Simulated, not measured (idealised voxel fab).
process module | voxel quadruple lines
cross-section cut | 185 nm wide | cells 5 nm
A cross-section is a grid of square cells, given in bands from the top down. A band is one or more rows of cells.
Each band's line starts with the height of the band's top and of its bottom, in nm. Then come its materials from left to right, each with its width in nm. One material with "throughout" fills the band from edge to edge. "air" is empty space.
Height 0 is the level under which the wafer as received is all one material. The lowest band goes on downwards, as in "0 down".
A width such as "30 to 40" changes by the same amount from each row of cells to the next, from the band's top row to its bottom row.
"no change" after a step means that no cell of the cross-section changed.
closed voids: empty space of 8 cells or more with no open way to the top, each as width x height at its distance from the left edge, in nm
after a step's settings: what the simulator itself notes on the step
overlay nm, on a step with a mask: how far to the right of its planned place the mask lay; to the left if negative
plan
1 op RECEIVE | material Si
2 op CONFORMAL_DEP | material Al2O3 | thk nm 10
3 op DIRECTIONAL_DEP | material Ru | thk nm 10
4 op DIRECTIONAL_DEP | material polySi | thk nm 20
5 op DIRECTIONAL_DEP | material aC | thk nm 20
6 op PATTERN | tone cover | mask id MANDREL | material resist | width nm 25 | pitch nm 80 | thk nm 30 | overlay nm 0
7 op DIRECTIONAL_ETCH | etch materials aC | depth nm 20
8 op STRIP | etch materials resist
9 op CONFORMAL_DEP | material SiO2 | thk nm 15
10 op DIRECTIONAL_ETCH | etch materials SiO2 | depth nm 15
11 op STRIP | etch materials aC
12 op DIRECTIONAL_ETCH | etch materials polySi | depth nm 20
13 op STRIP | etch materials SiO2
14 op CONFORMAL_DEP | material SiN | thk nm 5
15 op DIRECTIONAL_ETCH | etch materials SiN | depth nm 5
16 op STRIP | etch materials polySi
17 op DIRECTIONAL_ETCH | etch materials Ru | depth nm 10
18 op STRIP | etch materials SiN
first wafer, as planned
as received, after step 1
  0 down: Si throughout
  closed voids: none
after step 2
  10 to 0: Al2O3 throughout
  below 0: unchanged
after step 3
  20 to 10: Ru throughout
  below 10: unchanged
after step 4
  40 to 20: polySi throughout
  below 20: unchanged
after step 5
  60 to 40: aC throughout
  below 40: unchanged
after step 6
  90 to 60: air 40 | resist 25 | air 55 | resist 25 | air 40
  below 60: unchanged
after step 7
  70 to 60: air 40 | resist 25 | air 55 | resist 25 | air 40
  60 to 40: air 40 | aC 25 | air 55 | aC 25 | air 40
  below 40: unchanged
after step 8
  60 to 40: air 40 | aC 25 | air 55 | aC 25 | air 40
  below 40: unchanged
after step 9
  75 to 60: air 25 | SiO2 55 | air 25 | SiO2 55 | air 25
  60 to 55: air 25 | SiO2 15 | aC 25 | SiO2 15 | air 25 | SiO2 15 | aC 25 | SiO2 15 | air 25
  55 to 40: SiO2 40 | aC 25 | SiO2 55 | aC 25 | SiO2 40
  below 40: unchanged
after step 10
  60 to 40: air 25 | SiO2 15 | aC 25 | SiO2 15 | air 25 | SiO2 15 | aC 25 | SiO2 15 | air 25
  below 40: unchanged
after step 11
  60 to 40: air 25 | SiO2 15 | air 25 | SiO2 15 | air 25 | SiO2 15 | air 25 | SiO2 15 | air 25
  below 40: unchanged
after step 12
  60 to 40: air 25 | SiO2 15 | air 25 | SiO2 15 | air 25 | SiO2 15 | air 25 | SiO2 15 | air 25
  40 to 20: air 25 | polySi 15 | air 25 | polySi 15 | air 25 | polySi 15 | air 25 | polySi 15 | air 25
  below 20: unchanged
after step 13
  40 to 20: air 25 | polySi 15 | air 25 | polySi 15 | air 25 | polySi 15 | air 25 | polySi 15 | air 25
  below 20: unchanged
after step 14
  45 to 40: air 20 | SiN 25 | air 15 | SiN 25 | air 15 | SiN 25 | air 15 | SiN 25 | air 20
  40 to 25: air 20 | SiN 5 | polySi 15 | SiN 5 | air 15 | SiN 5 | polySi 15 | SiN 5 | air 15 | SiN 5 | polySi 15 | SiN 5 | air 15 | SiN 5 | polySi 15 | SiN 5 | air 20
  25 to 20: SiN 25 | polySi 15 | SiN 25 | polySi 15 | SiN 25 | polySi 15 | SiN 25 | polySi 15 | SiN 25
  below 20: unchanged
after step 15
  40 to 20: air 20 | SiN 5 | polySi 15 | SiN 5 | air 15 | SiN 5 | polySi 15 | SiN 5 | air 15 | SiN 5 | polySi 15 | SiN 5 | air 15 | SiN 5 | polySi 15 | SiN 5 | air 20
  below 20: unchanged
after step 16
  40 to 20: air 20 | SiN 5 | air 15 | SiN 5 | air 15 | SiN 5 | air 15 | SiN 5 | air 15 | SiN 5 | air 15 | SiN 5 | air 15 | SiN 5 | air 15 | SiN 5 | air 20
  below 20: unchanged
after step 17
  40 to 20: air 20 | SiN 5 | air 15 | SiN 5 | air 15 | SiN 5 | air 15 | SiN 5 | air 15 | SiN 5 | air 15 | SiN 5 | air 15 | SiN 5 | air 15 | SiN 5 | air 20
  20 to 10: air 20 | Ru 5 | air 15 | Ru 5 | air 15 | Ru 5 | air 15 | Ru 5 | air 15 | Ru 5 | air 15 | Ru 5 | air 15 | Ru 5 | air 15 | Ru 5 | air 20
  below 10: unchanged
after step 18
  20 to 10: air 20 | Ru 5 | air 15 | Ru 5 | air 15 | Ru 5 | air 15 | Ru 5 | air 15 | Ru 5 | air 15 | Ru 5 | air 15 | Ru 5 | air 15 | Ru 5 | air 20
  below 10: unchanged
second wafer: like start, like plan, one mistake. Through step 5 it matches the first wafer
when step 6 should have ended
  90 to 60: air 45 | resist 25 | air 55 | resist 25 | air 35
  below 60: unchanged
when step 7 should have ended
  70 to 60: air 45 | resist 25 | air 55 | resist 25 | air 35
  60 to 40: air 45 | aC 25 | air 55 | aC 25 | air 35
  below 40: unchanged
when step 8 should have ended
  60 to 40: air 45 | aC 25 | air 55 | aC 25 | air 35
  below 40: unchanged
when step 9 should have ended
  75 to 60: air 30 | SiO2 55 | air 25 | SiO2 55 | air 20
  60 to 55: air 30 | SiO2 15 | aC 25 | SiO2 15 | air 25 | SiO2 15 | aC 25 | SiO2 15 | air 20
  55 to 40: SiO2 45 | aC 25 | SiO2 55 | aC 25 | SiO2 35
  below 40: unchanged
when step 10 should have ended
  60 to 40: air 30 | SiO2 15 | aC 25 | SiO2 15 | air 25 | SiO2 15 | aC 25 | SiO2 15 | air 20
  below 40: unchanged
when step 11 should have ended
  60 to 40: air 30 | SiO2 15 | air 25 | SiO2 15 | air 25 | SiO2 15 | air 25 | SiO2 15 | air 20
  below 40: unchanged
when step 12 should have ended
  60 to 40: air 30 | SiO2 15 | air 25 | SiO2 15 | air 25 | SiO2 15 | air 25 | SiO2 15 | air 20
  40 to 20: air 30 | polySi 15 | air 25 | polySi 15 | air 25 | polySi 15 | air 25 | polySi 15 | air 20
  below 20: unchanged
when step 13 should have ended
  40 to 20: air 30 | polySi 15 | air 25 | polySi 15 | air 25 | polySi 15 | air 25 | polySi 15 | air 20
  below 20: unchanged
when step 14 should have ended
  45 to 40: air 25 | SiN 25 | air 15 | SiN 25 | air 15 | SiN 25 | air 15 | SiN 25 | air 15
  40 to 25: air 25 | SiN 5 | polySi 15 | SiN 5 | air 15 | SiN 5 | polySi 15 | SiN 5 | air 15 | SiN 5 | polySi 15 | SiN 5 | air 15 | SiN 5 | polySi 15 | SiN 5 | air 15
  25 to 20: SiN 30 | polySi 15 | SiN 25 | polySi 15 | SiN 25 | polySi 15 | SiN 25 | polySi 15 | SiN 20
  below 20: unchanged
when step 15 should have ended
  40 to 20: air 25 | SiN 5 | polySi 15 | SiN 5 | air 15 | SiN 5 | polySi 15 | SiN 5 | air 15 | SiN 5 | polySi 15 | SiN 5 | air 15 | SiN 5 | polySi 15 | SiN 5 | air 15
  below 20: unchanged
when step 16 should have ended
  40 to 20: air 25 | SiN 5 | air 15 | SiN 5 | air 15 | SiN 5 | air 15 | SiN 5 | air 15 | SiN 5 | air 15 | SiN 5 | air 15 | SiN 5 | air 15 | SiN 5 | air 15
  below 20: unchanged
when step 17 should have ended
  40 to 20: air 25 | SiN 5 | air 15 | SiN 5 | air 15 | SiN 5 | air 15 | SiN 5 | air 15 | SiN 5 | air 15 | SiN 5 | air 15 | SiN 5 | air 15 | SiN 5 | air 15
  20 to 10: air 25 | Ru 5 | air 15 | Ru 5 | air 15 | Ru 5 | air 15 | Ru 5 | air 15 | Ru 5 | air 15 | Ru 5 | air 15 | Ru 5 | air 15 | Ru 5 | air 15
  below 10: unchanged
when step 18 should have ended
  20 to 10: air 25 | Ru 5 | air 15 | Ru 5 | air 15 | Ru 5 | air 15 | Ru 5 | air 15 | Ru 5 | air 15 | Ru 5 | air 15 | Ru 5 | air 15 | Ru 5 | air 15
  below 10: unchanged
what went wrong: step 6 ran as: op PATTERN | tone cover | mask id MANDREL | material resist | width nm 25 | pitch nm 80 | thk nm 30 | overlay nm 5
at the end the second wafer has, in cells: as many of each material as the first, in other places
